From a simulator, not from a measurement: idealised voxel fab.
process module | voxel self aligned contacts
cross-section cut | 285 nm wide | cells 5 nm
A cross-section is a grid of square cells, given in bands from the top down. A band is one or more rows of cells.
Each band's line starts with the height of the band's top and of its bottom, in nm. Then come its materials from left to right, each with its width in nm. One material with "throughout" fills the band from edge to edge. "air" is empty space.
Height 0 is the level under which the wafer as received is all one material. The lowest band goes on downwards, as in "0 down".
A width such as "30 to 40" changes by the same amount from each row of cells to the next, from the band's top row to its bottom row.
"no change" after a step means that no cell of the cross-section changed.
closed voids: empty space of 8 cells or more with no open way to the top, each as width x height at its distance from the left edge, in nm
after a step's settings: what the simulator itself notes on the step
overlay nm, on a step with a mask: how far to the right of its planned place the mask lay; to the left if negative
plan
1 op RECEIVE | material Si
2 op CONFORMAL_DEP | material SiO2 | thk nm 5
3 op DIRECTIONAL_DEP | material polySi | thk nm 25
4 op DIRECTIONAL_DEP | material SiN | thk nm 15
5 op DIRECTIONAL_DEP | material aC | thk nm 15
6 op PATTERN | tone cover | mask id GATE | material resist | width nm 35 | pitch nm 60 | thk nm 30 | overlay nm 0
7 op DIRECTIONAL_ETCH | etch materials aC | depth nm 15
8 op STRIP | etch materials resist
9 op DIRECTIONAL_ETCH | etch materials SiN | depth nm 15
10 op DIRECTIONAL_ETCH | etch materials polySi | depth nm 25
11 op STRIP | etch materials aC
12 op CONFORMAL_DEP | material SiN | thk nm 5
13 op DIRECTIONAL_ETCH | etch materials SiN | depth nm 5
14 op FILL_DEP | material SiO2 | thk nm 15
15 op CMP | height nm 55
16 op DIRECTIONAL_DEP | material aC | thk nm 15
17 op PATTERN | tone open | mask id CONTACT | material resist | width nm 45 | pitch nm 60 | thk nm 35 | overlay nm 0
18 op DIRECTIONAL_ETCH | etch materials aC | depth nm 15
19 op STRIP | etch materials resist
20 op DIRECTIONAL_ETCH | etch materials SiO2 | depth nm 55
21 op STRIP | etch materials aC
22 op CONFORMAL_DEP | material TiN | thk nm 5
23 op FILL_DEP | material Ru | thk nm 5
24 op CMP | height nm 55
25 op CONFORMAL_DEP | material SiCN | thk nm 5
as received, after step 1
  0 down: Si throughout
  closed voids: none
first wafer at the end, as planned
  60 to 55: SiCN throughout
  55 to 45: SiO2 90 | TiN 5 to 20 | Ru 35 to 5 | TiN 5 to 20 | SiO2 15 | TiN 5 to 20 | Ru 35 to 5 | TiN 5 to 20 | SiO2 90
  45 to 30: SiO2 60 | SiN 45 | TiN 5 | Ru 5 | TiN 5 | SiN 45 | TiN 5 | Ru 5 | TiN 5 | SiN 45 | SiO2 60
  30 to 5: SiO2 60 | SiN 5 | polySi 35 | SiN 5 | TiN 5 | Ru 5 | TiN 5 | SiN 5 | polySi 35 | SiN 5 | TiN 5 | Ru 5 | TiN 5 | SiN 5 | polySi 35 | SiN 5 | SiO2 60
  5 to 0: SiO2 105 | TiN 15 | SiO2 45 | TiN 15 | SiO2 105
  0 down: Si throughout
  closed voids: none
second wafer at the end: like start, like plan, one mistake
  60 to 55: SiCN throughout
  55 to 45: SiO2 90 | TiN 5 | Ru 35 | TiN 5 | SiO2 15 | TiN 5 | Ru 35 | TiN 5 | SiO2 90
  45 to 40: SiO2 90 | TiN 20 | Ru 5 | TiN 20 | SiO2 15 | TiN 20 | Ru 5 | TiN 20 | SiO2 90
  40 to 25: SiO2 60 | SiN 45 | TiN 5 | Ru 5 | TiN 5 | SiN 45 | TiN 5 | Ru 5 | TiN 5 | SiN 45 | SiO2 60
  25 to 5: SiO2 60 | SiN 5 | polySi 35 | SiN 5 | TiN 5 | Ru 5 | TiN 5 | SiN 5 | polySi 35 | SiN 5 | TiN 5 | Ru 5 | TiN 5 | SiN 5 | polySi 35 | SiN 5 | SiO2 60
  5 to 0: SiO2 60 | SiN 5 | polySi 35 | SiN 5 | TiN 15 | SiN 5 | polySi 35 | SiN 5 | TiN 15 | SiN 5 | polySi 35 | SiN 5 | SiO2 60
  0 down: Si throughout
  closed voids: none
what went wrong: step 2 was left out
at the end the second wafer has, in cells: 12 more of Ru | 12 fewer of SiO2
